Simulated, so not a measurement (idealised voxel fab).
Module name: voxel gate over fins (process module)
It is cross-section cut that appears here, measuring 220 nm in width, its square cells being 5 nm in size.
Cross-section = grid of square cells, listed top down in bands; band = one or more rows. Band entry format. Leading values: height of top, height of bottom, nm. Remainder: materials in left-to-right order, each with its width in nm. Special words: "full width" on a single material, which then fills the band edge to edge; "empty", empty space. Height 0 is the level under which the wafer as received is all one material. The lowest band goes on downwards, as in "z 0 and below". Read "30->40" as a graded width: first number on top, second number at the bottom, same change between each pair of neighbouring rows. The designation "nothing altered", where it is given for a processing step, indicates that no cell of the cross-section was altered in the course of that step. If an empty space has no open way to the top and is at least 8 cells in size, "Closed void entries" lists it, written width x height at distance, where distance is measured from the left edge and every value is in nm. after a step's settings: what the simulator itself notes on the step. "overlay nm", when on a step's line for a step with a mask, measures how far to the right of its planned place the mask lay; a negative measure means to the left.
# Planned process steps
1. RECEIVE | material Si
2. CONFORMAL_DEP | material SiN | thk nm 10
3. PATTERN | tone cover | mask id FINS | material resist | width nm 15 | pitch nm 50 | thk nm 20 | overlay nm 0
4. DIRECTIONAL_ETCH | etch materials SiN | depth nm 10
5. DIRECTIONAL_ETCH | etch materials Si | depth nm 40
6. STRIP | etch materials resist
7. OXIDIZE | depth nm 5
8. FILL_DEP | material SiO2 | thk nm 5
9. CMP | height nm 10
10. DIRECTIONAL_DEP | material aC | thk nm 10
11. PATTERN | tone open | mask id RAIL | material resist | width nm 15 | thk nm 25 | overlay nm 0
12. DIRECTIONAL_ETCH | etch materials aC | depth nm 10
13. STRIP | etch materials resist
14. DIRECTIONAL_ETCH | etch materials SiO2 | depth nm 45
15. STRIP | etch materials aC
16. CONFORMAL_DEP | material TiN | thk nm 5
17. FILL_DEP | material W | thk nm 10
18. CMP | height nm 10
19. SELECTIVE_ETCH | etch materials W Ru TiN | depth nm 30
20. FILL_DEP | material SiO2 | thk nm 5
21. CMP | height nm 10
22. SELECTIVE_ETCH | etch materials SiO2 | depth nm 20
23. STRIP | etch materials SiN
24. CONFORMAL_DEP | material HfO2 | thk nm 5
25. CONFORMAL_DEP | material TiN | thk nm 5
26. FILL_DEP | material W | thk nm 15
27. CMP | height nm 20
28. CONFORMAL_DEP | material SiCN | thk nm 5
# Shown in cross-section is the wafer as received, that is, as it stands after step 1
	z 0 and below | Si full width
	Closed void entries: none
# Figure: cross-sectional view of the wafer upon completion of the module, processed from the initial state and according to the plan depicted above, with one error introduced during execution
	z 25 to 20 | SiCN full width
	z 20 to 10 | W full width
	z 10 to 5 | W=20  HfO2=25  W=25  HfO2=25  W=25  HfO2=25  W=25  HfO2=25  W=25
	z 5 to 0 | W=20  HfO2=5  TiN=15  HfO2=5  W=25  HfO2=5  TiN=15  HfO2=5  W=25  HfO2=5  TiN=15  HfO2=5  W=25  HfO2=5  TiN=15  HfO2=5  W=25
	z 0 to -5 | HfO2=25  TiN=5  Si=5  TiN=5  HfO2=35  TiN=5  Si=5  TiN=5  HfO2=35  TiN=5  Si=5  TiN=5  HfO2=35  TiN=5  Si=5  TiN=5  HfO2=30
	z -5 to -10 | TiN=30  Si=5  TiN=45  Si=5  TiN=45  Si=5  TiN=45  Si=5  TiN=35
	z -10 to -20 | SiO2=30  Si=5  SiO2=45  Si=5  SiO2=45  Si=5  SiO2=45  Si=5  SiO2=35
	z -20 to -30 | SiO2=30  Si=5  SiO2=15  TiN=5  W=5  TiN=5  SiO2=15  Si=5  SiO2=45  Si=5  SiO2=45  Si=5  SiO2=35
	z -30 to -35 | SiO2=30  Si=5  SiO2=15  TiN=15  SiO2=15  Si=5  SiO2=45  Si=5  SiO2=45  Si=5  SiO2=35
	z -35 to -45 | SiO2=30  Si=5  SiO2=45  Si=5  SiO2=45  Si=5  SiO2=45  Si=5  SiO2=35
	z -45 and below | Si full width
	Closed void entries: none
Which mistake was made when the wafer was run? steps 24 and 25 traded places in the executed sequence
